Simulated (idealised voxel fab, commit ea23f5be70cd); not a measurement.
process module | voxel wiring stack
The width of the displayed cross-section, cut, is 300 nm; its cells are square, with a size of 5 nm.
A cross-section is written here as square cells arranged in a grid, and it is given in bands from the top down, each band taking up one or more rows of cells.
Basically the band line says how high the top is and how high the bottom is, in nm, and then what's in it from left to right, every material with its width in nm. Empty space shows up as "blank", and if a single material carries "everywhere" it runs the full band edge to edge.
Ref level 0: as-received wafer is one material below here. Bottom band extends down with no lower bound ("from 0 down").
With a width like "30->40", each row of cells in the band differs from the next by the same amount, the top row carrying the first number and the bottom row the second.
"remained the same" (step): cross-section cells unchanged, all of them.
The list in "Cavities, closed" covers empty spaces of 8 cells or more that cannot reach the top through any open way, and it gives each as width x height at distance; the distance is from the left edge, and width, height and distance are in nm.
Whatever follows a step's settings on its line is a remark the simulator itself makes about that step.
You can add "overlay nm" to a step's line. For a step with a mask, it describes how far the mask lay to the right of its planned position, and a negative number describes a lay to the left.
### This section lists the process steps that were planned
1. RECEIVE,material Si
2. CONFORMAL_DEP,material SiO2,thk nm 10
3. DIRECTIONAL_DEP,material TiN,thk nm 5
4. DIRECTIONAL_DEP,material W,thk nm 15
5. PATTERN,tone cover,mask id METAL_1,material resist,width nm 30,pitch nm 50,thk nm 20,overlay nm 0
6. DIRECTIONAL_ETCH,etch materials W,depth nm 15
7. DIRECTIONAL_ETCH,etch materials TiN,depth nm 5
8. STRIP,etch materials resist
9. FILL_DEP,material lowk,thk nm 10
10. CMP,height nm 30
11. CONFORMAL_DEP,material SiCN,thk nm 5
12. DIRECTIONAL_DEP,material lowk,thk nm 10
13. PATTERN,tone open,mask id PLUG_1,material resist,width nm 15,pitch nm 50,thk nm 20,overlay nm 0
14. DIRECTIONAL_ETCH,etch materials lowk,depth nm 10
15. DIRECTIONAL_ETCH,etch materials SiCN,depth nm 5
16. STRIP,etch materials resist
17. EPI,material Ru,thk nm 10
18. EPI,material Ru,thk nm 5
19. CONFORMAL_DEP,material SiCN,thk nm 5
20. DIRECTIONAL_DEP,material SiO2,thk nm 15
21. DIRECTIONAL_DEP,material aC,thk nm 10
22. PATTERN,tone open,mask id METAL_2,material resist,width nm 30,pitch nm 50,thk nm 30,overlay nm 0
23. DIRECTIONAL_ETCH,etch materials aC,depth nm 10
24. STRIP,etch materials resist
25. DIRECTIONAL_ETCH,etch materials SiO2,depth nm 15
26. DIRECTIONAL_ETCH,etch materials SiCN,depth nm 5
27. STRIP,etch materials aC
28. CONFORMAL_DEP,material TiN,thk nm 5
29. FILL_DEP,material Ru,thk nm 10
30. CMP,height nm 65
31. EPI,material Ru,thk nm 5
32. FILL_DEP,material SiCN,thk nm 5
### Account of the first of two wafers, which was processed as intended
### Delivered wafer in cross-section: state after step 1
- from 0 down = Si everywhere
- Cavities, closed: none
### State of the wafer after step 2, shown in cross-section
- from 10 to 0 = SiO2 everywhere
- No changes below 0.
### State of the wafer after step 3, shown in cross-section
- from 15 to 10 = TiN everywhere
- No changes below 10.
### State of the wafer after step 4, shown in cross-section
- from 30 to 15 = W everywhere
- No changes below 15.
### State of the wafer after step 5, shown in cross-section
- from 50 to 30 = blank 85 / resist 30 / blank 20 / resist 30 / blank 20 / resist 30 / blank 85
- No changes below 30.
### State of the wafer after step 6, shown in cross-section
- from 50 to 30 = blank 85 / resist 30 / blank 20 / resist 30 / blank 20 / resist 30 / blank 85
- from 30 to 15 = blank 85 / W 30 / blank 20 / W 30 / blank 20 / W 30 / blank 85
- No changes below 15.
### State of the wafer after step 7, shown in cross-section
- from 50 to 30 = blank 85 / resist 30 / blank 20 / resist 30 / blank 20 / resist 30 / blank 85
- from 30 to 15 = blank 85 / W 30 / blank 20 / W 30 / blank 20 / W 30 / blank 85
- from 15 to 10 = blank 85 / TiN 30 / blank 20 / TiN 30 / blank 20 / TiN 30 / blank 85
- No changes below 10.
### State of the wafer after step 8, shown in cross-section
- from 30 to 15 = blank 85 / W 30 / blank 20 / W 30 / blank 20 / W 30 / blank 85
- No changes below 15.
### State of the wafer after step 9, shown in cross-section
- from 40 to 30 = lowk everywhere
- from 30 to 15 = lowk 85 / W 30 / lowk 20 / W 30 / lowk 20 / W 30 / lowk 85
- from 15 to 10 = lowk 85 / TiN 30 / lowk 20 / TiN 30 / lowk 20 / TiN 30 / lowk 85
- No changes below 10.
### State of the wafer after step 10, shown in cross-section
- from 30 to 15 = lowk 85 / W 30 / lowk 20 / W 30 / lowk 20 / W 30 / lowk 85
- No changes below 15.
### State of the wafer after step 11, shown in cross-section
- from 35 to 30 = SiCN everywhere
- No changes below 30.
### State of the wafer after step 12, shown in cross-section
- from 45 to 35 = lowk everywhere
- No changes below 35.
### State of the wafer after step 13, shown in cross-section
- from 65 to 45 = resist 85 / blank 15 / resist 35 / blank 15 / resist 35 / blank 15 / resist 100
- No changes below 45.
### State of the wafer after step 14, shown in cross-section
- from 65 to 45 = resist 85 / blank 15 / resist 35 / blank 15 / resist 35 / blank 15 / resist 100
- from 45 to 35 = lowk 85 / blank 15 / lowk 35 / blank 15 / lowk 35 / blank 15 / lowk 100
- No changes below 35.
### State of the wafer after step 15, shown in cross-section
- from 65 to 45 = resist 85 / blank 15 / resist 35 / blank 15 / resist 35 / blank 15 / resist 100
- from 45 to 35 = lowk 85 / blank 15 / lowk 35 / blank 15 / lowk 35 / blank 15 / lowk 100
- from 35 to 30 = SiCN 85 / blank 15 / SiCN 35 / blank 15 / SiCN 35 / blank 15 / SiCN 100
- No changes below 30.
### State of the wafer after step 16, shown in cross-section
- from 45 to 35 = lowk 85 / blank 15 / lowk 35 / blank 15 / lowk 35 / blank 15 / lowk 100
- No changes below 35.
### State of the wafer after step 17, shown in cross-section
- from 45 to 40 = lowk 85 / blank 15 / lowk 35 / blank 15 / lowk 35 / blank 15 / lowk 100
- from 40 to 35 = lowk 85 / Ru 15 / lowk 35 / Ru 15 / lowk 35 / Ru 15 / lowk 100
- from 35 to 30 = SiCN 85 / Ru 15 / SiCN 35 / Ru 15 / SiCN 35 / Ru 15 / SiCN 100
- No changes below 30.
### State of the wafer after step 18, shown in cross-section
- from 45 to 35 = lowk 85 / Ru 15 / lowk 35 / Ru 15 / lowk 35 / Ru 15 / lowk 100
- No changes below 35.
### State of the wafer after step 19, shown in cross-section
- from 50 to 45 = SiCN everywhere
- No changes below 45.
### State of the wafer after step 20, shown in cross-section
- from 65 to 50 = SiO2 everywhere
- No changes below 50.
### State of the wafer after step 21, shown in cross-section
- from 75 to 65 = aC everywhere
- No changes below 65.
### State of the wafer after step 22, shown in cross-section
- from 105 to 75 = resist 85 / blank 30 / resist 20 / blank 30 / resist 20 / blank 30 / resist 85
- No changes below 75.
### State of the wafer after step 23, shown in cross-section
- from 95 to 75 = resist 85 / blank 30 / resist 20 / blank 30 / resist 20 / blank 30 / resist 85
- from 75 to 65 = aC 85 / blank 30 / aC 20 / blank 30 / aC 20 / blank 30 / aC 85
- No changes below 65.
### State of the wafer after step 24, shown in cross-section
- from 75 to 65 = aC 85 / blank 30 / aC 20 / blank 30 / aC 20 / blank 30 / aC 85
- No changes below 65.
### State of the wafer after step 25, shown in cross-section
- from 75 to 65 = aC 85 / blank 30 / aC 20 / blank 30 / aC 20 / blank 30 / aC 85
- from 65 to 50 = SiO2 85 / blank 30 / SiO2 20 / blank 30 / SiO2 20 / blank 30 / SiO2 85
- No changes below 50.
### State of the wafer after step 26, shown in cross-section
- from 75 to 65 = aC 85 / blank 30 / aC 20 / blank 30 / aC 20 / blank 30 / aC 85
- from 65 to 50 = SiO2 85 / blank 30 / SiO2 20 / blank 30 / SiO2 20 / blank 30 / SiO2 85
- from 50 to 45 = SiCN 85 / blank 30 / SiCN 20 / blank 30 / SiCN 20 / blank 30 / SiCN 85
- No changes below 45.
### State of the wafer after step 27, shown in cross-section
- from 65 to 50 = SiO2 85 / blank 30 / SiO2 20 / blank 30 / SiO2 20 / blank 30 / SiO2 85
- No changes below 50.
### State of the wafer after step 28, shown in cross-section
- from 70 to 65 = TiN 90 / blank 20 / TiN 30 / blank 20 / TiN 30 / blank 20 / TiN 90
- from 65 to 50 = SiO2 85 / TiN 5 / blank 20 / TiN 5 / SiO2 20 / TiN 5 / blank 20 / TiN 5 / SiO2 20 / TiN 5 / blank 20 / TiN 5 / SiO2 85
- from 50 to 45 = SiCN 85 / TiN 30 / SiCN 20 / TiN 30 / SiCN 20 / TiN 30 / SiCN 85
- No changes below 45.
### State of the wafer after step 29, shown in cross-section
- from 80 to 70 = Ru everywhere
- from 70 to 65 = TiN 90 / Ru 20 / TiN 30 / Ru 20 / TiN 30 / Ru 20 / TiN 90
- from 65 to 50 = SiO2 85 / TiN 5 / Ru 20 / TiN 5 / SiO2 20 / TiN 5 / Ru 20 / TiN 5 / SiO2 20 / TiN 5 / Ru 20 / TiN 5 / SiO2 85
- No changes below 50.
### State of the wafer after step 30, shown in cross-section
- from 65 to 50 = SiO2 85 / TiN 5 / Ru 20 / TiN 5 / SiO2 20 / TiN 5 / Ru 20 / TiN 5 / SiO2 20 / TiN 5 / Ru 20 / TiN 5 / SiO2 85
- No changes below 50.
### State of the wafer after step 31, shown in cross-section
- from 70 to 65 = blank 80 / Ru 40 / blank 10 / Ru 40 / blank 10 / Ru 40 / blank 80
- No changes below 65.
### State of the wafer after step 32, shown in cross-section
- from 75 to 70 = SiCN everywhere
- from 70 to 65 = SiCN 80 / Ru 40 / SiCN 10 / Ru 40 / SiCN 10 / Ru 40 / SiCN 80
- No changes below 65.
### Wafer two of two - same starting point, same process plan, one mistake in execution; matches wafer one up to and including step 16
### Second wafer, cut view, end of step 17 per plan
- from 50 to 45 = blank 80 / Ru 25 / blank 25 / Ru 25 / blank 25 / Ru 25 / blank 95
- from 45 to 35 = lowk 85 / Ru 15 / lowk 35 / Ru 15 / lowk 35 / Ru 15 / lowk 100
- from 35 to 30 = SiCN 85 / Ru 15 / SiCN 35 / Ru 15 / SiCN 35 / Ru 15 / SiCN 100
- No changes below 30.
### Second wafer, cut view, end of step 18 per plan
- from 55 to 45 = blank 75 / Ru 35 / blank 15 / Ru 35 / blank 15 / Ru 35 / blank 90
- No changes below 45.
### Second wafer, cut view, end of step 19 per plan
- from 60 to 55 = blank 70 / SiCN 45 / blank 5 / SiCN 45 / blank 5 / SiCN 45 / blank 85
- from 55 to 50 = blank 70 / SiCN 5 / Ru 35 / SiCN 5 / blank 5 / SiCN 5 / Ru 35 / SiCN 5 / blank 5 / SiCN 5 / Ru 35 / SiCN 5 / blank 85
- from 50 to 45 = SiCN 75 / Ru 35 / SiCN 15 / Ru 35 / SiCN 15 / Ru 35 / SiCN 90
- No changes below 45.
### Second wafer, cut view, end of step 20 per plan
- from 75 to 65 = blank 70 / SiO2 45 / blank 5 / SiO2 45 / blank 5 / SiO2 45 / blank 85
- from 65 to 60 = SiO2 everywhere
- from 60 to 55 = SiO2 70 / SiCN 45 / SiO2 5 / SiCN 45 / SiO2 5 / SiCN 45 / SiO2 85
- from 55 to 50 = SiO2 70 / SiCN 5 / Ru 35 / SiCN 5 / SiO2 5 / SiCN 5 / Ru 35 / SiCN 5 / SiO2 5 / SiCN 5 / Ru 35 / SiCN 5 / SiO2 85
- No changes below 50.
### Second wafer, cut view, end of step 21 per plan
- from 85 to 75 = blank 70 / aC 45 / blank 5 / aC 45 / blank 5 / aC 45 / blank 85
- from 75 to 65 = aC 70 / SiO2 45 / aC 5 / SiO2 45 / aC 5 / SiO2 45 / aC 85
- No changes below 65.
### Second wafer, cut view, end of step 22 per plan
- from 115 to 85 = resist 85 / blank 30 / resist 20 / blank 30 / resist 20 / blank 30 / resist 85
- from 85 to 75 = resist 70 / aC 45 / resist 5 / aC 45 / resist 5 / aC 45 / resist 85
- No changes below 75.
### Second wafer, cut view, end of step 23 per plan
- from 105 to 85 = resist 85 / blank 30 / resist 20 / blank 30 / resist 20 / blank 30 / resist 85
- from 85 to 75 = resist 70 / aC 15 / blank 30 / resist 5 / aC 15 / blank 30 / resist 5 / aC 15 / blank 30 / resist 85
- No changes below 75.
### Second wafer, cut view, end of step 24 per plan
- from 85 to 75 = blank 70 / aC 15 / blank 35 / aC 15 / blank 35 / aC 15 / blank 115
- No changes below 75.
### Second wafer, cut view, end of step 25 per plan
- from 85 to 75 = blank 70 / aC 15 / blank 35 / aC 15 / blank 35 / aC 15 / blank 115
- from 75 to 65 = aC 70 / SiO2 15 / blank 30 / aC 5 / SiO2 15 / blank 30 / aC 5 / SiO2 15 / blank 30 / aC 85
- from 65 to 60 = SiO2 85 / blank 30 / SiO2 20 / blank 30 / SiO2 20 / blank 30 / SiO2 85
- No changes below 60.
### Second wafer, cut view, end of step 26 per plan
- from 85 to 75 = blank 70 / aC 15 / blank 35 / aC 15 / blank 35 / aC 15 / blank 115
- from 75 to 65 = aC 70 / SiO2 15 / blank 30 / aC 5 / SiO2 15 / blank 30 / aC 5 / SiO2 15 / blank 30 / aC 85
- from 65 to 60 = SiO2 85 / blank 30 / SiO2 20 / blank 30 / SiO2 20 / blank 30 / SiO2 85
- from 60 to 55 = SiO2 70 / SiCN 15 / blank 30 / SiO2 5 / SiCN 15 / blank 30 / SiO2 5 / SiCN 15 / blank 30 / SiO2 85
- No changes below 55.
### Second wafer, cut view, end of step 27 per plan
- from 75 to 65 = blank 70 / SiO2 15 / blank 35 / SiO2 15 / blank 35 / SiO2 15 / blank 115
- No changes below 65.
### Second wafer, cut view, end of step 28 per plan
- from 80 to 75 = blank 65 / TiN 25 / blank 25 / TiN 25 / blank 25 / TiN 25 / blank 110
- from 75 to 70 = blank 65 / TiN 5 / SiO2 15 / TiN 5 / blank 25 / TiN 5 / SiO2 15 / TiN 5 / blank 25 / TiN 5 / SiO2 15 / TiN 5 / blank 110
- from 70 to 65 = TiN 70 / SiO2 15 / TiN 5 / blank 20 / TiN 10 / SiO2 15 / TiN 5 / blank 20 / TiN 10 / SiO2 15 / TiN 5 / blank 20 / TiN 90
- from 65 to 60 = SiO2 85 / TiN 5 / blank 20 / TiN 5 / SiO2 20 / TiN 5 / blank 20 / TiN 5 / SiO2 20 / TiN 5 / blank 20 / TiN 5 / SiO2 85
- from 60 to 55 = SiO2 70 / SiCN 15 / TiN 30 / SiO2 5 / SiCN 15 / TiN 30 / SiO2 5 / SiCN 15 / TiN 30 / SiO2 85
- No changes below 55.
### Second wafer, cut view, end of step 29 per plan
- from 90 to 80 = Ru everywhere
- from 80 to 75 = Ru 65 / TiN 25 / Ru 25 / TiN 25 / Ru 25 / TiN 25 / Ru 110
- from 75 to 70 = Ru 65 / TiN 5 / SiO2 15 / TiN 5 / Ru 25 / TiN 5 / SiO2 15 / TiN 5 / Ru 25 / TiN 5 / SiO2 15 / TiN 5 / Ru 110
- from 70 to 65 = TiN 70 / SiO2 15 / TiN 5 / Ru 20 / TiN 10 / SiO2 15 / TiN 5 / Ru 20 / TiN 10 / SiO2 15 / TiN 5 / Ru 20 / TiN 90
- from 65 to 60 = SiO2 85 / TiN 5 / Ru 20 / TiN 5 / SiO2 20 / TiN 5 / Ru 20 / TiN 5 / SiO2 20 / TiN 5 / Ru 20 / TiN 5 / SiO2 85
- No changes below 60.
### Second wafer, cut view, end of step 30 per plan
- from 65 to 60 = SiO2 85 / TiN 5 / Ru 20 / TiN 5 / SiO2 20 / TiN 5 / Ru 20 / TiN 5 / SiO2 20 / TiN 5 / Ru 20 / TiN 5 / SiO2 85
- No changes below 60.
### Second wafer, cut view, end of step 31 per plan
- from 70 to 65 = blank 80 / Ru 40 / blank 10 / Ru 40 / blank 10 / Ru 40 / blank 80
- No changes below 65.
### Second wafer, cut view, end of step 32 per plan
- from 75 to 70 = SiCN everywhere
- from 70 to 65 = SiCN 80 / Ru 40 / SiCN 10 / Ru 40 / SiCN 10 / Ru 40 / SiCN 80
- No changes below 65.
Here's what went sideways: step 17 was run twice
Final comparison by cell count, materials where the second wafer has more or fewer than the first: Ru +18 | SiCN +12 | SiO2 -18 | TiN -12
